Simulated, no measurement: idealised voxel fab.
The following is a process module called voxel self aligned contacts.
It is cross-section cut that appears here, measuring 235 nm in width, its square cells being 5 nm in size.
Throughout this document, each cross-section is represented as a grid of square cells and is presented as a sequence of bands enumerated from the top downward, where a band comprises one or more rows of cells. The entry gives the band's vertical extent as a top height and a bottom height in nm, then its horizontal make-up as materials from left to right, each with a width in nm. "empty" stands for empty space; a single material marked "throughout" fills the band edge to edge. Beneath 0, the wafer as received is one material, and that level is where height counting begins. The lowest band goes on downward without a bottom; it is written like "0..down". A two-number width, for instance "30..40", indicates that the width is equal to the first number in the top row of the band and to the second number in the bottom row, and that it changes by a constant amount per row of cells. Take "nothing was modified" at face value: in the step it is given for, the cross-section changed in none of its cells. Enclosed voids (no open way to top), threshold 8 cells or more, entry "Unvented internal voids", notation width x height at distance, distance from left edge, nm. Post-settings text on a step line: simulator's own remark regarding the step. "overlay nm", when on a step's line for a step with a mask, measures how far to the right of its planned place the mask lay; a negative measure means to the left.
### plan
1. RECEIVE, material Si
2. CONFORMAL_DEP, material SiO2, thk nm 5
3. DIRECTIONAL_DEP, material polySi, thk nm 25
4. DIRECTIONAL_DEP, material SiN, thk nm 20
5. PATTERN, tone cover, mask id GATE, material resist, width nm 25, pitch nm 55, thk nm 15, overlay nm 0
6. DIRECTIONAL_ETCH, etch materials SiN, depth nm 20
7. DIRECTIONAL_ETCH, etch materials polySi, depth nm 25
8. STRIP, etch materials resist
9. CONFORMAL_DEP, material SiN, thk nm 5
10. DIRECTIONAL_ETCH, etch materials SiN, depth nm 5
11. FILL_DEP, material SiO2, thk nm 15
12. CMP, height nm 55
13. PATTERN, tone open, mask id CONTACT, material resist, width nm 40, pitch nm 55, thk nm 20, overlay nm 0
14. DIRECTIONAL_ETCH, etch materials SiO2, depth nm 55
15. STRIP, etch materials resist
16. CONFORMAL_DEP, material TiN, thk nm 5
17. FILL_DEP, material W, thk nm 10
18. CMP, height nm 55
19. CONFORMAL_DEP, material SiN, thk nm 5
### Wafer cross-section on receipt, i.e. after step 1
* 0..down = Si throughout
* Unvented internal voids: none
### Here's the wafer cut in cross-section after the module, started and planned just like above, except one thing was done wrong in the run
* 60..55 = SiN throughout
* 55..30 = SiO2 (35) / SiN (165) / SiO2 (35)
* 30..15 = SiO2 (35) / SiN (15) / polySi (25) / SiN (30) / polySi (25) / SiN (30) / polySi (25) / SiN (15) / SiO2 (35)
* 15..5 = SiN (50) / polySi (25) / SiN (30) / polySi (25) / SiN (30) / polySi (25) / SiN (50)
* 5..0 = SiO2 throughout
* 0..down = Si throughout
* Unvented internal voids: none
Want to know what went wrong? step 9 changed vs plan, executed as CONFORMAL_DEP, material SiN, thk nm 15
